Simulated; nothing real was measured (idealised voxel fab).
Proc. module: voxel quadruple lines
Cross-section cut: width 260 nm, square cells of 5 nm.
Cross-section spec: square-cell grid; bands listed top down; each band is one or more rows.
Band: top and bottom heights (nm) first, top before bottom; then materials from left to right, widths in nm. "edge to edge" marks a sole material filling the band edge to edge. "empty" denotes empty space.
Height datum 0, below which the as-received substrate wafer is one material. Lowest band open at the bottom, running downward: "0 -> down".
When a width is written as two numbers, as in "30 to 40", the first number is the width in the top row of cells of the band and the second is the width in its bottom row, and the width changes by the same amount from each row to the next.
"left unchanged" after a step means that no cell of the cross-section changed.
The entry "Enclosed cavities" lists the empty spaces that cover at least 8 cells and have no open path to the top. Each is written as width x height at distance, where the distance is measured from the left edge and all three values are in nm.
Note: text after step settings on the step line = simulator remark on that step.
A step's line can hold "overlay nm"; with a mask on that step, the setting says how far right of the planned place the mask lay, while a negative setting says it lay to the left.
For the reader: what remains of this document is a series of pairs, each showing a cross-section before one process step and a cross-section after that step which reaches down only to the lowest band that changed, with the step between them and its settings set out under the pair. It should not be assumed that a pair continues from the pair above it; the pairs can come from different runs of this module on the same starting wafer, and such continuity exists only where the entry headed "Incoming structure" says so.

Incoming structure:
50 -> 30  empty 95; SiO2 15; empty 35; SiO2 15; empty 100
30 -> 15  empty 95; polySi 15; empty 35; polySi 15; empty 100
15 -> 5  aC edge to edge
5 -> 0  SiO2 edge to edge
0 -> down  Si edge to edge
Enclosed cavities: none

Post-Step Geometry:
30 -> 15  empty 95; polySi 15; empty 35; polySi 15; empty 100
At heights below 15, the structure remains unaltered.
Enclosed cavities: none
What was done to get from the before section above to the after section? STRIP (etch materials SiO2)

Incoming structure: as in the pair right above, post-step view.

Post-Step Geometry:
40 -> 30  empty 85; SiCN 35; empty 15; SiCN 35; empty 90
30 -> 25  empty 85; SiCN 10; polySi 15; SiCN 10; empty 15; SiCN 10; polySi 15; SiCN 10; empty 90
25 -> 15  SiCN 95; polySi 15; SiCN 35; polySi 15; SiCN 100
At heights below 15, the structure remains unaltered.
Enclosed cavities: none
What was done to get from the before section above to the after section? CONFORMAL_DEP (material SiCN; thk nm 10)

Incoming structure: as in the pair right above, post-step view.

Post-Step Geometry:
30 -> 15  empty 85; SiCN 10; polySi 15; SiCN 10; empty 15; SiCN 10; polySi 15; SiCN 10; empty 90
At heights below 15, the structure remains unaltered.
Enclosed cavities: none
What was done to get from the before section above to the after section? DIRECTIONAL_ETCH (etch materials SiCN; depth nm 10)

Incoming structure: as in the pair right above, post-step view.

Post-Step Geometry:
30 -> 15  empty 85; SiCN 10; empty 15; SiCN 10; empty 15; SiCN 10; empty 15; SiCN 10; empty 90
At heights below 15, the structure remains unaltered.
Enclosed cavities: none
What was done to get from the before section above to the after section? STRIP (etch materials polySi)

Incoming structure: as in the pair right above, post-step view.

Post-Step Geometry:
15 -> 5  aC edge to edge
At heights below 5, the structure remains unaltered.
Enclosed cavities: none
What was done to get from the before section above to the after section? STRIP (etch materials SiCN)

Incoming structure:
50 -> 30  aC edge to edge
30 -> 15  polySi edge to edge
15 -> 5  Ru edge to edge
5 -> 0  SiO2 edge to edge
0 -> down  Si edge to edge
Enclosed cavities: none

Post-Step Geometry:
75 -> 50  resist 110; empty 35; resist 115
At heights below 50, the structure remains unaltered.
Enclosed cavities: none
What was done to get from the before section above to the after section? PATTERN (tone open; mask id MANDREL; material resist; width nm 35; thk nm 25; overlay nm 0)

Incoming structure: as in the pair right above, post-step view.

Post-Step Geometry:
55 -> 50  resist 110; empty 35; resist 115
50 -> 30  aC 110; empty 35; aC 115
At heights below 30, the structure remains unaltered.
Enclosed cavities: none
What was done to get from the before section above to the after section? DIRECTIONAL_ETCH (etch materials aC; depth nm 20)

Incoming structure: as in the pair right above, post-step view.

Post-Step Geometry:
50 -> 30  aC 110; empty 35; aC 115
At heights below 30, the structure remains unaltered.
Enclosed cavities: none
What was done to get from the before section above to the after section? STRIP (etch materials resist)

Incoming structure: as in the pair right above, post-step view.

Post-Step Geometry:
65 -> 50  SiO2 125; empty 5; SiO2 130
50 -> 45  aC 110; SiO2 15; empty 5; SiO2 15; aC 115
45 -> 30  aC 110; SiO2 35; aC 115
At heights below 30, the structure remains unaltered.
Enclosed cavities: none
What was done to get from the before section above to the after section? CONFORMAL_DEP (material SiO2; thk nm 15)

Incoming structure: as in the pair right above, post-step view.

Post-Step Geometry:
50 -> 30  aC 110; SiO2 15; empty 5; SiO2 15; aC 115
At heights below 30, the structure remains unaltered.
Enclosed cavities: none
What was done to get from the before section above to the after section? DIRECTIONAL_ETCH (etch materials SiO2; depth nm 15)

Incoming structure: as in the pair right above, post-step view.

Post-Step Geometry:
50 -> 30  empty 110; SiO2 15; empty 5; SiO2 15; empty 115
At heights below 30, the structure remains unaltered.
Enclosed cavities: none
What was done to get from the before section above to the after section? STRIP (etch materials aC)

Incoming structure: as in the pair right above, post-step view.

Post-Step Geometry:
50 -> 30  empty 110; SiO2 15; empty 5; SiO2 15; empty 115
30 -> 15  empty 110; polySi 15; empty 5; polySi 15; empty 115
At heights below 15, the structure remains unaltered.
Enclosed cavities: none
What was done to get from the before section above to the after section? DIRECTIONAL_ETCH (etch materials polySi; depth nm 15)

Incoming structure: as in the pair right above, post-step view.

Post-Step Geometry:
30 -> 15  empty 110; polySi 15; empty 5; polySi 15; empty 115
At heights below 15, the structure remains unaltered.
Enclosed cavities: none
What was done to get from the before section above to the after section? STRIP (etch materials SiO2)

Incoming structure: as in the pair right above, post-step view.

Post-Step Geometry:
40 -> 30  empty 100; SiCN 55; empty 105
30 -> 25  empty 100; SiCN 10; polySi 15; SiCN 5; polySi 15; SiCN 10; empty 105
25 -> 15  SiCN 110; polySi 15; SiCN 5; polySi 15; SiCN 115
At heights below 15, the structure remains unaltered.
Enclosed cavities: none
What was done to get from the before section above to the after section? CONFORMAL_DEP (material SiCN; thk nm 10)

Incoming structure: as in the pair right above, post-step view.

Post-Step Geometry:
30 -> 15  empty 100; SiCN 10; polySi 15; SiCN 5; polySi 15; SiCN 10; empty 105
At heights below 15, the structure remains unaltered.
Enclosed cavities: none
What was done to get from the before section above to the after section? DIRECTIONAL_ETCH (etch materials SiCN; depth nm 10)

Incoming structure: as in the pair right above, post-step view.

Post-Step Geometry:
30 -> 15  empty 100; SiCN 10; empty 15; SiCN 5; empty 15; SiCN 10; empty 105
At heights below 15, the structure remains unaltered.
Enclosed cavities: none
What was done to get from the before section above to the after section? STRIP (etch materials polySi)

Incoming structure: as in the pair right above, post-step view.

Post-Step Geometry:
30 -> 15  empty 100; SiCN 10; empty 15; SiCN 5; empty 15; SiCN 10; empty 105
15 -> 5  empty 100; Ru 10; empty 15; Ru 5; empty 15; Ru 10; empty 105
At heights below 5, the structure remains unaltered.
Enclosed cavities: none
What was done to get from the before section above to the after section? DIRECTIONAL_ETCH (etch materials Ru; depth nm 10)

Incoming structure: as in the pair right above, post-step view.

Post-Step Geometry:
15 -> 5  empty 100; Ru 10; empty 15; Ru 5; empty 15; Ru 10; empty 105
At heights below 5, the structure remains unaltered.
Enclosed cavities: none
What was done to get from the before section above to the after section? STRIP (etch materials SiCN)
